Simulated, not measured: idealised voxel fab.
process module | voxel spacer lines
cross-section cut | 195 nm wide | cells 5 nm
A cross-section is a grid of square cells, given in bands from the top down. A band is one or more rows of cells.
Each band's line starts with the height of the band's top and of its bottom, in nm. Then come its materials from left to right, each with its width in nm. One material with "throughout" fills the band from edge to edge. "air" is empty space.
Height 0 is the level under which the wafer as received is all one material. The lowest band goes on downwards, as in "0 down".
A width such as "30 to 40" changes by the same amount from each row of cells to the next, from the band's top row to its bottom row.
"no change" after a step means that no cell of the cross-section changed.
closed voids: empty space of 8 cells or more with no open way to the top, each as width x height at its distance from the left edge, in nm
after a step's settings: what the simulator itself notes on the step
overlay nm, on a step with a mask: how far to the right of its planned place the mask lay; to the left if negative
plan
1 op RECEIVE | material Si
2 op CONFORMAL_DEP | material Al2O3 | thk nm 10
3 op DIRECTIONAL_DEP | material W | thk nm 15
4 op DIRECTIONAL_DEP | material polySi | thk nm 25
5 op PATTERN | tone cover | mask id MANDREL | material resist | width nm 20 | pitch nm 60 | thk nm 30 | overlay nm 0
6 op DIRECTIONAL_ETCH | etch materials polySi | depth nm 25
7 op STRIP | etch materials resist
8 op CONFORMAL_DEP | material SiO2 | thk nm 10
9 op DIRECTIONAL_ETCH | etch materials SiO2 | depth nm 10
10 op STRIP | etch materials polySi
11 op DIRECTIONAL_ETCH | etch materials W | depth nm 15
12 op STRIP | etch materials SiO2
first wafer, as planned
as received, after step 1
  0 down: Si throughout
  closed voids: none
after step 2
  10 to 0: Al2O3 throughout
  below 0: unchanged
after step 3
  25 to 10: W throughout
  below 10: unchanged
after step 4
  50 to 25: polySi throughout
  below 25: unchanged
after step 5
  80 to 50: air 25 | resist 20 | air 40 | resist 20 | air 40 | resist 20 | air 30
  below 50: unchanged
after step 6
  80 to 50: air 25 | resist 20 | air 40 | resist 20 | air 40 | resist 20 | air 30
  50 to 25: air 25 | polySi 20 | air 40 | polySi 20 | air 40 | polySi 20 | air 30
  below 25: unchanged
after step 7
  50 to 25: air 25 | polySi 20 | air 40 | polySi 20 | air 40 | polySi 20 | air 30
  below 25: unchanged
after step 8
  60 to 50: air 15 | SiO2 40 | air 20 | SiO2 40 | air 20 | SiO2 40 | air 20
  50 to 35: air 15 | SiO2 10 | polySi 20 | SiO2 10 | air 20 | SiO2 10 | polySi 20 | SiO2 10 | air 20 | SiO2 10 | polySi 20 | SiO2 10 | air 20
  35 to 25: SiO2 25 | polySi 20 | SiO2 40 | polySi 20 | SiO2 40 | polySi 20 | SiO2 30
  below 25: unchanged
after step 9
  50 to 25: air 15 | SiO2 10 | polySi 20 | SiO2 10 | air 20 | SiO2 10 | polySi 20 | SiO2 10 | air 20 | SiO2 10 | polySi 20 | SiO2 10 | air 20
  below 25: unchanged
after step 10
  50 to 25: air 15 | SiO2 10 | air 20 | SiO2 10 | air 20 | SiO2 10 | air 20 | SiO2 10 | air 20 | SiO2 10 | air 20 | SiO2 10 | air 20
  below 25: unchanged
after step 11
  50 to 25: air 15 | SiO2 10 | air 20 | SiO2 10 | air 20 | SiO2 10 | air 20 | SiO2 10 | air 20 | SiO2 10 | air 20 | SiO2 10 | air 20
  25 to 10: air 15 | W 10 | air 20 | W 10 | air 20 | W 10 | air 20 | W 10 | air 20 | W 10 | air 20 | W 10 | air 20
  below 10: unchanged
after step 12
  25 to 10: air 15 | W 10 | air 20 | W 10 | air 20 | W 10 | air 20 | W 10 | air 20 | W 10 | air 20 | W 10 | air 20
  below 10: unchanged
second wafer: like start, like plan, one mistake. Through step 4 it matches the first wafer
when step 5 should have ended
  80 to 50: air 30 | resist 20 | air 40 | resist 20 | air 40 | resist 20 | air 25
  below 50: unchanged
when step 6 should have ended
  80 to 50: air 30 | resist 20 | air 40 | resist 20 | air 40 | resist 20 | air 25
  50 to 25: air 30 | polySi 20 | air 40 | polySi 20 | air 40 | polySi 20 | air 25
  below 25: unchanged
when step 7 should have ended
  50 to 25: air 30 | polySi 20 | air 40 | polySi 20 | air 40 | polySi 20 | air 25
  below 25: unchanged
when step 8 should have ended
  60 to 50: air 20 | SiO2 40 | air 20 | SiO2 40 | air 20 | SiO2 40 | air 15
  50 to 35: air 20 | SiO2 10 | polySi 20 | SiO2 10 | air 20 | SiO2 10 | polySi 20 | SiO2 10 | air 20 | SiO2 10 | polySi 20 | SiO2 10 | air 15
  35 to 25: SiO2 30 | polySi 20 | SiO2 40 | polySi 20 | SiO2 40 | polySi 20 | SiO2 25
  below 25: unchanged
when step 9 should have ended
  50 to 25: air 20 | SiO2 10 | polySi 20 | SiO2 10 | air 20 | SiO2 10 | polySi 20 | SiO2 10 | air 20 | SiO2 10 | polySi 20 | SiO2 10 | air 15
  below 25: unchanged
when step 10 should have ended
  50 to 25: air 20 | SiO2 10 | air 20 | SiO2 10 | air 20 | SiO2 10 | air 20 | SiO2 10 | air 20 | SiO2 10 | air 20 | SiO2 10 | air 15
  below 25: unchanged
when step 11 should have ended
  50 to 25: air 20 | SiO2 10 | air 20 | SiO2 10 | air 20 | SiO2 10 | air 20 | SiO2 10 | air 20 | SiO2 10 | air 20 | SiO2 10 | air 15
  25 to 10: air 20 | W 10 | air 20 | W 10 | air 20 | W 10 | air 20 | W 10 | air 20 | W 10 | air 20 | W 10 | air 15
  below 10: unchanged
when step 12 should have ended
  25 to 10: air 20 | W 10 | air 20 | W 10 | air 20 | W 10 | air 20 | W 10 | air 20 | W 10 | air 20 | W 10 | air 15
  below 10: unchanged
what went wrong: step 5 ran as: op PATTERN | tone cover | mask id MANDREL | material resist | width nm 20 | pitch nm 60 | thk nm 30 | overlay nm 5
at the end the second wafer has, in cells: as many of each material as the first, in other places
